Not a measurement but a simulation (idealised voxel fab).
The process module that follows is named voxel capacitor over wiring.
The width of the displayed cross-section, cut, is 240 nm; its cells are square, with a size of 5 nm.
Bands, listed from the top down, are how a cross-section gets written in this document; the cross-section itself is a grid of square cells, and a band is one or more rows of them. It is stipulated that each band's entry specify, in nanometres, the height of the top of the band and then that of its bottom, followed by the materials of the band in left-to-right sequence, each together with its width in nanometres. A single material marked by the word "edge to edge" is understood to fill the band from edge to edge; the word "air" is understood to denote empty space. It should be noted that heights are counted from 0, beneath which the wafer as supplied is of one material throughout, and that the lowest band possesses no lower boundary but continues downward, as written in "from 0 down". Width: "30 to 40" (first number = top row, second number = bottom row, same change from row to row of cells). Take "nothing was modified" at face value: in the step it is given for, the cross-section changed in none of its cells. Sealed void listing: empty space of 8 cells or more with no open way to the top, each as width x height at its distance from the left edge, in nm. Formally, on a step line, whatever follows the settings is a remark that the simulator itself makes on the step. overlay nm: right-of-plan distance of the mask on a masked step; negative values mean left-of-plan.

So here's the lineup of process steps we planned
step 1: RECEIVE: material Si
step 2: CONFORMAL_DEP: material SiO2, thk nm 15
step 3: DIRECTIONAL_DEP: material TiN, thk nm 5
step 4: DIRECTIONAL_DEP: material W, thk nm 25
step 5: MASKED_ETCH: tone cover, mask id METAL_1, width nm 20, pitch nm 80, etch materials W, depth nm 25, overlay nm 0
step 6: MASKED_ETCH: tone cover, mask id METAL_1, width nm 20, pitch nm 80, etch materials TiN, depth nm 5, overlay nm 0
step 7: CONFORMAL_DEP: material SiN, thk nm 5
step 8: FILL_DEP: material lowk, thk nm 10
step 9: CMP: height nm 45
step 10: CONFORMAL_DEP: material SiCN, thk nm 5
step 11: DIRECTIONAL_DEP: material SiO2, thk nm 10
step 12: MASKED_ETCH: tone open, mask id PLUG_1, width nm 15, etch materials SiO2, depth nm 10, overlay nm 0
step 13: MASKED_ETCH: tone open, mask id PLUG_1, width nm 15, etch materials SiCN, depth nm 5, overlay nm 0
step 14: EPI: material Ru, thk nm 10
step 15: EPI: material Ru, thk nm 5
step 16: DIRECTIONAL_DEP: material TiN, thk nm 5
step 17: DIRECTIONAL_DEP: material Al2O3, thk nm 5
step 18: DIRECTIONAL_DEP: material TiN, thk nm 10
step 19: PATTERN: tone cover, mask id UPPER_PLATE, material resist, width nm 65, thk nm 20, overlay nm 0
step 20: DIRECTIONAL_ETCH: etch materials TiN, depth nm 10
step 21: DIRECTIONAL_ETCH: etch materials Al2O3, depth nm 5
step 22: STRIP: etch materials resist
step 23: PATTERN: tone cover, mask id LOWER_PLATE, material resist, width nm 75, thk nm 15, overlay nm 0
step 24: DIRECTIONAL_ETCH: etch materials TiN, depth nm 5
step 25: STRIP: etch materials resist
step 26: FILL_DEP: material SiO2, thk nm 15
step 27: CMP: height nm 90
step 28: PATTERN: tone open, mask id PLUG_2, material resist, width nm 15, thk nm 20, overlay nm 0
step 29: DIRECTIONAL_ETCH: etch materials SiO2, depth nm 10
step 30: STRIP: etch materials resist
step 31: CONFORMAL_DEP: material TiN, thk nm 5
step 32: FILL_DEP: material Cu, thk nm 10
step 33: CMP: height nm 90
step 34: CONFORMAL_DEP: material SiN, thk nm 5

As received (post step 1): cross-section
> from 0 down  Si edge to edge
> Sealed void listing: none

End-of-module cross-section of the first of two wafers, processed as planned
> from 95 to 90  SiN edge to edge
> from 90 to 85  SiO2 85 / TiN 5 / Cu 5 / TiN 5 / SiO2 140
> from 85 to 80  SiO2 85 / TiN 15 / SiO2 140
> from 80 to 70  SiO2 75 / TiN 65 / SiO2 100
> from 70 to 65  SiO2 75 / Al2O3 65 / SiO2 100
> from 65 to 60  SiO2 70 / TiN 75 / SiO2 95
> from 60 to 50  SiO2 75 / Ru 15 / SiO2 150
> from 50 to 45  SiCN 75 / Ru 15 / SiCN 150
> from 45 to 20  lowk 65 / SiN 5 / W 20 / SiN 5 / lowk 50 / SiN 5 / W 20 / SiN 5 / lowk 65
> from 20 to 15  SiN 70 / TiN 20 / SiN 60 / TiN 20 / SiN 70
> from 15 to 0  SiO2 edge to edge
> from 0 down  Si edge to edge
> Sealed void listing: none

Cross-section at end of module for the second wafer of two, which matched the first in starting point and plan and differed by one mistake in its processing
> from 95 to 90  SiN edge to edge
> from 90 to 85  SiO2 85 / TiN 5 / Cu 5 / TiN 5 / SiO2 140
> from 85 to 80  SiO2 85 / TiN 15 / SiO2 140
> from 80 to 70  SiO2 75 / TiN 65 / SiO2 100
> from 70 to 65  SiO2 75 / Al2O3 65 / SiO2 100
> from 65 to 60  SiO2 65 / TiN 85 / SiO2 90
> from 60 to 50  SiO2 75 / Ru 15 / SiO2 150
> from 50 to 45  SiCN 75 / Ru 15 / SiCN 150
> from 45 to 20  lowk 65 / SiN 5 / W 20 / SiN 5 / lowk 50 / SiN 5 / W 20 / SiN 5 / lowk 65
> from 20 to 15  SiN 70 / TiN 20 / SiN 60 / TiN 20 / SiN 70
> from 15 to 0  SiO2 edge to edge
> from 0 down  Si edge to edge
> Sealed void listing: none
what went wrong: step 23 did not use the planned setting and instead ran as PATTERN: tone cover, mask id LOWER_PLATE, material resist, width nm 85, thk nm 15, overlay nm 0
At the finish, the second wafer shows more or fewer cells for some materials than the first does: 2 fewer of SiO2, 2 more of TiN
